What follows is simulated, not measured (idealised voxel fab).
The process module that follows is named voxel transistor to metal.
Each square cell in cross-section cut measures 5 nm, and the section as a whole is 140 nm wide.
Notation: cross-section as square-cell grid; stated in bands, top first, going down; one or more cell rows per band. Band: top and bottom heights (nm) first, top before bottom; then materials from left to right, widths in nm. "all across" marks a sole material filling the band edge to edge. "blank" denotes empty space. Where do heights start? At 0: under that level the wafer as delivered is made of one material only. And the lowest band has no floor; it just carries on downward, as in "0 -> down". Note: "30->40" means the width goes from the first number (top row of the band) to the second number (bottom row) in equal steps per row of cells. "no alterations made" means the step left every cell of the cross-section as it was. Enclosed voids (no open way to top), threshold 8 cells or more, entry "Encapsulated voids", notation width x height at distance, distance from left edge, nm. Post-settings text on a step line: simulator's own remark regarding the step. The line of a step may include "overlay nm". On a step with a mask, this value is how far to the right of its planned place the mask lay. A negative value means the mask lay to the left.
This section lists the process steps that were planned
1) RECEIVE,material Si
2) CONFORMAL_DEP,material SiO2,thk nm 5
3) CONFORMAL_DEP,material SiN,thk nm 15
4) PATTERN,tone cover,mask id ACTIVE,material resist,width nm 105,thk nm 20,overlay nm 0
5) DIRECTIONAL_ETCH,etch materials SiN,depth nm 15
6) DIRECTIONAL_ETCH,etch materials SiO2,depth nm 5
7) DIRECTIONAL_ETCH,etch materials Si,depth nm 30
8) STRIP,etch materials resist
9) FILL_DEP,material SiO2,thk nm 5
10) CMP,height nm 20
11) SELECTIVE_ETCH,etch materials SiO2,depth nm 5
12) STRIP,etch materials SiN
13) SELECTIVE_ETCH,etch materials SiO2,depth nm 5
14) OXIDIZE,depth nm 5
15) DIRECTIONAL_DEP,material polySi,thk nm 25
16) DIRECTIONAL_DEP,material SiCN,thk nm 10
17) DIRECTIONAL_DEP,material aC,thk nm 15
18) PATTERN,tone cover,mask id GATE,material resist,width nm 15,thk nm 30,overlay nm 0
19) DIRECTIONAL_ETCH,etch materials aC,depth nm 15
20) STRIP,etch materials resist
21) DIRECTIONAL_ETCH,etch materials SiCN,depth nm 20
22) DIRECTIONAL_ETCH,etch materials polySi,depth nm 35
23) STRIP,etch materials aC
24) CONFORMAL_DEP,material SiN,thk nm 10
25) DIRECTIONAL_ETCH,etch materials SiN,depth nm 10
26) DIRECTIONAL_ETCH,etch materials SiO2,depth nm 5
27) EPI,material pSi,thk nm 5
28) FILL_DEP,material SiO2,thk nm 5
29) CMP,height nm 35
30) DIRECTIONAL_DEP,material SiO2,thk nm 10
31) DIRECTIONAL_DEP,material aC,thk nm 15
32) PATTERN,tone open,mask id CONTACT,material resist,width nm 20,pitch nm 65,thk nm 30,overlay nm 0
33) DIRECTIONAL_ETCH,etch materials aC,depth nm 15
34) STRIP,etch materials resist
35) DIRECTIONAL_ETCH,etch materials SiO2,depth nm 45
36) STRIP,etch materials aC
37) CONFORMAL_DEP,material TiN,thk nm 5
38) FILL_DEP,material W,thk nm 5
39) CMP,height nm 45
40) DIRECTIONAL_DEP,material TiN,thk nm 5
41) DIRECTIONAL_DEP,material W,thk nm 20
42) MASKED_ETCH,tone cover,mask id METAL_1,width nm 20,pitch nm 65,etch materials W,depth nm 20,overlay nm 0
43) MASKED_ETCH,tone cover,mask id METAL_1,width nm 20,pitch nm 65,etch materials TiN,depth nm 5,overlay nm 0
44) CONFORMAL_DEP,material SiCN,thk nm 5
45) FILL_DEP,material SiO2,thk nm 10
46) CMP,height nm 70
47) CONFORMAL_DEP,material SiCN,thk nm 5
Cross-sectional view of the wafer in its as-received condition, corresponding to the state after step 1
- 0 -> down  Si all across
- Encapsulated voids: none
Cross-section taken at module completion on the first of two wafers; processed per the plan
- 75 -> 70  SiCN all across
- 70 -> 50  20 nm SiO2, 5 nm SiCN, 20 nm W, 5 nm SiCN, 35 nm SiO2, 5 nm SiCN, 20 nm W, 5 nm SiCN, 25 nm SiO2
- 50 -> 45  25 nm SiCN, 20 nm TiN, 45 nm SiCN, 20 nm TiN, 30 nm SiCN
- 45 -> 35  25 nm SiO2, 5 nm TiN, 10 nm W, 5 nm TiN, 45 nm SiO2, 5 nm TiN, 10 nm W, 5 nm TiN, 30 nm SiO2
- 35 -> 25  25 nm SiO2, 5 nm TiN, 10 nm W, 5 nm TiN, 5 nm SiO2, 10 nm SiN, 15 nm SiCN, 10 nm SiN, 5 nm SiO2, 5 nm TiN, 10 nm W, 5 nm TiN, 30 nm SiO2
- 25 -> 10  25 nm SiO2, 5 nm TiN, 10 nm W, 5 nm TiN, 5 nm SiO2, 10 nm SiN, 15 nm polySi, 10 nm SiN, 5 nm SiO2, 5 nm TiN, 10 nm W, 5 nm TiN, 30 nm SiO2
- 10 -> 5  10 nm SiO2, 10 nm SiN, 5 nm SiO2, 5 nm TiN, 10 nm W, 5 nm TiN, 5 nm SiO2, 10 nm SiN, 15 nm polySi, 10 nm SiN, 5 nm SiO2, 5 nm TiN, 10 nm W, 5 nm TiN, 5 nm SiO2, 10 nm SiN, 15 nm SiO2
- 5 -> 0  10 nm SiO2, 10 nm SiN, 5 nm SiO2, 20 nm TiN, 5 nm SiO2, 10 nm SiN, 15 nm polySi, 10 nm SiN, 5 nm SiO2, 20 nm TiN, 5 nm SiO2, 10 nm SiN, 15 nm SiO2
- 0 -> -5  20 nm SiO2, 30 nm pSi, 35 nm SiO2, 30 nm pSi, 25 nm SiO2
- -5 -> -30  15 nm SiO2, 105 nm Si, 20 nm SiO2
- -30 -> down  Si all across
- Encapsulated voids: none
What the second wafer looks like in cross-section once the module is done. Its start and its plan matched the first wafer's exactly; what differed was one mistake in how it was run
- 75 -> 70  SiCN all across
- 70 -> 50  15 nm SiO2, 5 nm SiCN, 30 nm W, 5 nm SiCN, 25 nm SiO2, 5 nm SiCN, 30 nm W, 5 nm SiCN, 20 nm SiO2
- 50 -> 45  20 nm SiCN, 30 nm TiN, 35 nm SiCN, 30 nm TiN, 25 nm SiCN
- 45 -> 35  25 nm SiO2, 5 nm TiN, 10 nm W, 5 nm TiN, 45 nm SiO2, 5 nm TiN, 10 nm W, 5 nm TiN, 30 nm SiO2
- 35 -> 25  25 nm SiO2, 5 nm TiN, 10 nm W, 5 nm TiN, 5 nm SiO2, 10 nm SiN, 15 nm SiCN, 10 nm SiN, 5 nm SiO2, 5 nm TiN, 10 nm W, 5 nm TiN, 30 nm SiO2
- 25 -> 10  25 nm SiO2, 5 nm TiN, 10 nm W, 5 nm TiN, 5 nm SiO2, 10 nm SiN, 15 nm polySi, 10 nm SiN, 5 nm SiO2, 5 nm TiN, 10 nm W, 5 nm TiN, 30 nm SiO2
- 10 -> 5  10 nm SiO2, 10 nm SiN, 5 nm SiO2, 5 nm TiN, 10 nm W, 5 nm TiN, 5 nm SiO2, 10 nm SiN, 15 nm polySi, 10 nm SiN, 5 nm SiO2, 5 nm TiN, 10 nm W, 5 nm TiN, 5 nm SiO2, 10 nm SiN, 15 nm SiO2
- 5 -> 0  10 nm SiO2, 10 nm SiN, 5 nm SiO2, 20 nm TiN, 5 nm SiO2, 10 nm SiN, 15 nm polySi, 10 nm SiN, 5 nm SiO2, 20 nm TiN, 5 nm SiO2, 10 nm SiN, 15 nm SiO2
- 0 -> -5  20 nm SiO2, 30 nm pSi, 35 nm SiO2, 30 nm pSi, 25 nm SiO2
- -5 -> -30  15 nm SiO2, 105 nm Si, 20 nm SiO2
- -30 -> down  Si all across
- Encapsulated voids: none
In executing the process, a mistake was made relative to the plan: step 42 did not happen as planned, as run it was MASKED_ETCH,tone cover,mask id METAL_1,width nm 30,pitch nm 65,etch materials W,depth nm 20,overlay nm 0
Upon completion, the second wafer contains, in terms of cells, a greater or smaller amount of certain materials than the first wafer: SiCN -4, SiO2 -16, TiN +4, W +16
